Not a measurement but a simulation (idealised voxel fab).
Process module name: voxel ribs on slabs
The width of the displayed cross-section, cut, is 275 nm; its cells are square, with a size of 5 nm.
A cross-section is written here as square cells arranged in a grid, and it is given in bands from the top down, each band taking up one or more rows of cells.
What a band's entry tells you: where the top is and where the bottom is, as heights in nm, and after that what lies inside, material by material from left to right, each with its width in nm. Empty space is written as the word "empty", and a single material marked with the word "everywhere" occupies the band from edge to edge.
Counting heights begins at 0, where everything beneath is, in the wafer as received, one material. The lowest band has no bottom; it goes on downwards, as "0 down" shows.
With a width like "30->40", each row of cells in the band differs from the next by the same amount, the top row carrying the first number and the bottom row the second.
Where the words "remained unchanged" appear for a step, the cross-section shows no cell changed by that step; every cell remained as before.
In the "Closed void table" entry, you get each enclosed empty space of 8 cells or more, one with no open way to the top, written width x height at distance, distance from the left edge, in nm.
The remark found on a step's line after its settings is issued by the simulator itself and pertains to that step.
You can add "overlay nm" to a step's line. For a step with a mask, it describes how far the mask lay to the right of its planned position, and a negative number describes a lay to the left.
[The steps planned for the process are as follows]
1: RECEIVE, material Si
2: DIRECTIONAL_DEP, material SiO2, thk nm 20
3: DIRECTIONAL_DEP, material polySi, thk nm 15
4: MASKED_ETCH, tone cover, mask id RIB, width nm 15, etch materials polySi, depth nm 5, overlay nm 0
5: PATTERN, tone cover, mask id SLAB, material resist, width nm 45, thk nm 20, overlay nm 0
6: DIRECTIONAL_ETCH, etch materials polySi, depth nm 10
7: STRIP, etch materials resist
8: FILL_DEP, material SiO2, thk nm 25
9: CMP, height nm 55
10: DIRECTIONAL_DEP, material W, thk nm 10
11: MASKED_ETCH, tone cover, mask id HEATER, width nm 25, etch materials W, depth nm 10, overlay nm 0
12: CONFORMAL_DEP, material SiO2, thk nm 5
[So, the first of our two wafers, run just as we planned it]
[Incoming wafer in cross-section (state: after step 1)]
    0 down = Si everywhere
    Closed void table: none
[Wafer xsec, post step 2]
    20 to 0 = SiO2 everywhere
    below 0: unchanged
[Wafer xsec, post step 3]
    35 to 20 = polySi everywhere
    below 20: unchanged
[Wafer xsec, post step 4]
    35 to 30 = empty: 130 | polySi: 15 | empty: 130
    below 30: unchanged
[Wafer xsec, post step 5]
    55 to 35 = empty: 115 | resist: 45 | empty: 115
    35 to 30 = empty: 115 | resist: 15 | polySi: 15 | resist: 15 | empty: 115
    below 30: unchanged
[Wafer xsec, post step 6]
    55 to 35 = empty: 115 | resist: 45 | empty: 115
    35 to 30 = empty: 115 | resist: 15 | polySi: 15 | resist: 15 | empty: 115
    30 to 20 = empty: 115 | polySi: 45 | empty: 115
    below 20: unchanged
[Wafer xsec, post step 7]
    35 to 30 = empty: 130 | polySi: 15 | empty: 130
    below 30: unchanged
[Wafer xsec, post step 8]
    60 to 35 = SiO2 everywhere
    35 to 30 = SiO2: 130 | polySi: 15 | SiO2: 130
    30 to 20 = SiO2: 115 | polySi: 45 | SiO2: 115
    below 20: unchanged
[Wafer xsec, post step 9]
    55 to 35 = SiO2 everywhere
    below 35: unchanged
[Wafer xsec, post step 10]
    65 to 55 = W everywhere
    below 55: unchanged
[Wafer xsec, post step 11]
    65 to 55 = empty: 125 | W: 25 | empty: 125
    below 55: unchanged
[Wafer xsec, post step 12]
    70 to 65 = empty: 120 | SiO2: 35 | empty: 120
    65 to 60 = empty: 120 | SiO2: 5 | W: 25 | SiO2: 5 | empty: 120
    60 to 55 = SiO2: 125 | W: 25 | SiO2: 125
    below 55: unchanged
[Wafer two: like wafer one in start and plan, but with one mistake in execution; identical up to and including step 11]
Cross-section: second wafer, time at which step 12 was scheduled to end: remained unchanged
What was done differently from what was planned? step 12 of the plan did not run at all; it was left out
The closing comparison, in cells, has the second wafer with more or fewer of some materials than the first: SiO2: 59 fewer
